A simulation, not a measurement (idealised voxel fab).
process module | voxel ribs on slabs
cross-section cut | 200 nm wide | cells 5 nm
A cross-section is a grid of square cells, given in bands from the top down. A band is one or more rows of cells.
Each band's line starts with the height of the band's top and of its bottom, in nm. Then come its materials from left to right, each with its width in nm. One material with "throughout" fills the band from edge to edge. "air" is empty space.
Height 0 is the level under which the wafer as received is all one material. The lowest band goes on downwards, as in "0 down".
A width such as "30 to 40" changes by the same amount from each row of cells to the next, from the band's top row to its bottom row.
"no change" after a step means that no cell of the cross-section changed.
closed voids: empty space of 8 cells or more with no open way to the top, each as width x height at its distance from the left edge, in nm
after a step's settings: what the simulator itself notes on the step
overlay nm, on a step with a mask: how far to the right of its planned place the mask lay; to the left if negative
plan
1 op RECEIVE | material Si
2 op DIRECTIONAL_DEP | material SiO2 | thk nm 30
3 op DIRECTIONAL_DEP | material polySi | thk nm 15
4 op PATTERN | tone cover | mask id RIB | material resist | width nm 30 | thk nm 20 | overlay nm 0
5 op DIRECTIONAL_ETCH | etch materials polySi | depth nm 10
6 op STRIP | etch materials resist
7 op MASKED_ETCH | tone cover | mask id SLAB | width nm 80 | etch materials polySi | depth nm 5 | overlay nm 0
8 op FILL_DEP | material SiO2 | thk nm 30
9 op CMP | height nm 65
10 op DIRECTIONAL_DEP | material TiN | thk nm 10
11 op DIRECTIONAL_DEP | material aC | thk nm 15
12 op PATTERN | tone cover | mask id HEATER | material resist | width nm 40 | thk nm 30 | overlay nm 0
13 op DIRECTIONAL_ETCH | etch materials aC | depth nm 15
14 op STRIP | etch materials resist
15 op DIRECTIONAL_ETCH | etch materials TiN | depth nm 10
16 op STRIP | etch materials aC
17 op CONFORMAL_DEP | material SiO2 | thk nm 10
as received, after step 1
  0 down: Si throughout
  closed voids: none
first wafer at the end, as planned
  85 to 75: air 70 | SiO2 60 | air 70
  75 to 65: SiO2 80 | TiN 40 | SiO2 80
  65 to 45: SiO2 throughout
  45 to 35: SiO2 85 | polySi 30 | SiO2 85
  35 to 30: SiO2 60 | polySi 80 | SiO2 60
  30 to 0: SiO2 throughout
  0 down: Si throughout
  closed voids: none
second wafer at the end: like start, like plan, one mistake
  85 to 75: air 70 | SiO2 60 | air 70
  75 to 65: SiO2 80 | TiN 40 | SiO2 80
  65 to 60: SiO2 60 | polySi 80 | SiO2 60
  60 to 0: SiO2 throughout
  0 down: Si throughout
  closed voids: none
what went wrong: step 2 was run twice
at the end the second wafer has, in cells: 12 more of SiO2 | 12 fewer of polySi
